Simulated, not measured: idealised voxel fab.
Process module heading - voxel trench capacitor
Cross-section cut: width 245 nm, square cells of 5 nm.
Square cells in a grid make up a cross-section in this document, and the grid is given as bands, listed from the top down, each one or more rows of cells.
This entry defines a band. It first specifies the height of the band's top and the height of its bottom in nm, and then specifies the band's materials from left to right, stating each material with its width in nm. The word "everywhere" identifies a single material that fills the band from edge to edge, while the word "empty" identifies empty space.
Below 0: as-received wafer, all one material; heights counted from there. Lowest band: no bottom, goes on down, written "0 -> down".
The width entry "30..40" should be interpreted row by row: the top row of cells in the band takes the first number, the bottom row takes the second number, and the change between adjacent rows is uniform throughout.
"nothing different" (step): cross-section cells unchanged, all of them.
Each empty space that has no open way to the top and spans at least 8 cells appears under "Voids, fully enclosed" as width x height at distance, the distance counted from the left edge, all in nm.
On a step's line, text after the settings is the simulator commenting on that step.
Regarding "overlay nm": on a step with a mask, it is the distance the mask lay to the right of its planned place; a negative value places it to the left.
**Steps in the process plan**
1) RECEIVE,material Si
2) CONFORMAL_DEP,material SiN,thk nm 5
3) DIRECTIONAL_DEP,material aC,thk nm 15
4) PATTERN,tone open,mask id TRENCH,material resist,width nm 25,pitch nm 50,thk nm 30,overlay nm 0
5) DIRECTIONAL_ETCH,etch materials aC,depth nm 15
6) STRIP,etch materials resist
7) DIRECTIONAL_ETCH,etch materials SiN,depth nm 5
8) DIRECTIONAL_ETCH,etch materials Si,depth nm 25
9) STRIP,etch materials aC
10) CONFORMAL_DEP,material HfO2,thk nm 5
11) CONFORMAL_DEP,material TiN,thk nm 5
12) FILL_DEP,material W,thk nm 5
13) CMP,height nm -5
The wafers in this document start out alike and differ in the height nm applied at step 13; the plan shows the value used for the first wafer.
**First wafer of several, as received: cross-section after step 1**
    0 -> down = Si everywhere
    Voids, fully enclosed: none
**Module finished, last step 13 done: cross-section of the first of several wafers**
    -5 -> -15 = 60 Si, then 5 HfO2, then 5 TiN, then 5 W, then 5 TiN, then 5 HfO2, then 25 Si, then 5 HfO2, then 5 TiN, then 5 W, then 5 TiN, then 5 HfO2, then 25 Si, then 5 HfO2, then 5 TiN, then 5 W, then 5 TiN, then 5 HfO2, then 60 Si
    -15 -> -20 = 60 Si, then 5 HfO2, then 15 TiN, then 5 HfO2, then 25 Si, then 5 HfO2, then 15 TiN, then 5 HfO2, then 25 Si, then 5 HfO2, then 15 TiN, then 5 HfO2, then 60 Si
    -20 -> -25 = 60 Si, then 25 HfO2, then 25 Si, then 25 HfO2, then 25 Si, then 25 HfO2, then 60 Si
    -25 -> down = Si everywhere
    Voids, fully enclosed: none
**Cross-sectional depiction of the last of several wafers upon completion of the module**
    20 -> 15 = W everywhere
    15 -> 10 = 70 TiN, then 5 W, then 45 TiN, then 5 W, then 45 TiN, then 5 W, then 70 TiN
    10 -> 5 = 65 HfO2, then 5 TiN, then 5 W, then 5 TiN, then 35 HfO2, then 5 TiN, then 5 W, then 5 TiN, then 35 HfO2, then 5 TiN, then 5 W, then 5 TiN, then 65 HfO2
    5 -> 0 = 60 SiN, then 5 HfO2, then 5 TiN, then 5 W, then 5 TiN, then 5 HfO2, then 25 SiN, then 5 HfO2, then 5 TiN, then 5 W, then 5 TiN, then 5 HfO2, then 25 SiN, then 5 HfO2, then 5 TiN, then 5 W, then 5 TiN, then 5 HfO2, then 60 SiN
    0 -> -15 = 60 Si, then 5 HfO2, then 5 TiN, then 5 W, then 5 TiN, then 5 HfO2, then 25 Si, then 5 HfO2, then 5 TiN, then 5 W, then 5 TiN, then 5 HfO2, then 25 Si, then 5 HfO2, then 5 TiN, then 5 W, then 5 TiN, then 5 HfO2, then 60 Si
    -15 -> -20 = 60 Si, then 5 HfO2, then 15 TiN, then 5 HfO2, then 25 Si, then 5 HfO2, then 15 TiN, then 5 HfO2, then 25 Si, then 5 HfO2, then 15 TiN, then 5 HfO2, then 60 Si
    -20 -> -25 = 60 Si, then 25 HfO2, then 25 Si, then 25 HfO2, then 25 Si, then 25 HfO2, then 60 Si
    -25 -> down = Si everywhere
    Voids, fully enclosed: none
**Tabulated below, wafer by wafer, are the end-of-module results: for each material, the number of cells gained (+) or lost (-) relative to the as-received state, followed by the closed voids**
height nm -5, +33 HfO2, -109 Si, +21 TiN, +6 W, Voids, fully enclosed: none
height nm 0, +39 HfO2, -75 Si, +27 TiN, +9 W, Voids, fully enclosed: none
height nm 5, +45 HfO2, -75 Si, +34 SiN, +33 TiN, +12 W, Voids, fully enclosed: none
height nm 10, +85 HfO2, -75 Si, +34 SiN, +39 TiN, +15 W, Voids, fully enclosed: none
height nm 15, +85 HfO2, -75 Si, +34 SiN, +85 TiN, +18 W, Voids, fully enclosed: none
height nm 20, +85 HfO2, -75 Si, +34 SiN, +85 TiN, +67 W, Voids, fully enclosed: none
